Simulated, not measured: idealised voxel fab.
process module | voxel plated lines
cross-section cut | 230 nm wide | cells 5 nm
A cross-section is a grid of square cells, given in bands from the top down. A band is one or more rows of cells.
Each band's line starts with the height of the band's top and of its bottom, in nm. Then come its materials from left to right, each with its width in nm. One material with "throughout" fills the band from edge to edge. "air" is empty space.
Height 0 is the level under which the wafer as received is all one material. The lowest band goes on downwards, as in "0 down".
A width such as "30 to 40" changes by the same amount from each row of cells to the next, from the band's top row to its bottom row.
"no change" after a step means that no cell of the cross-section changed.
closed voids: empty space of 8 cells or more with no open way to the top, each as width x height at its distance from the left edge, in nm
after a step's settings: what the simulator itself notes on the step
overlay nm, on a step with a mask: how far to the right of its planned place the mask lay; to the left if negative
plan
1 op RECEIVE | material Si
2 op CONFORMAL_DEP | material SiN | thk nm 5
3 op DIRECTIONAL_DEP | material TiN | thk nm 5
4 op PATTERN | tone open | mask id LINES | material resist | width nm 20 | pitch nm 50 | thk nm 25 | overlay nm 0
5 op EPI | material Ru | thk nm 10
6 op EPI | material Ru | thk nm 5
7 op STRIP | etch materials resist
8 op DIRECTIONAL_ETCH | etch materials TiN | depth nm 5
9 op CONFORMAL_DEP | material SiCN | thk nm 10
as received, after step 1
  0 down: Si throughout
  closed voids: none
a wafer at the end: this start, this plan, one mistake
  35 to 25: air 65 | SiCN 100 | air 65
  25 to 15: SiCN 75 | Ru 30 | SiCN 20 | Ru 30 | SiCN 75
  15 to 10: Ru throughout
  10 to 5: TiN throughout
  5 to 0: SiN throughout
  0 down: Si throughout
  closed voids: none
what went wrong: steps 6 and 7 were swapped
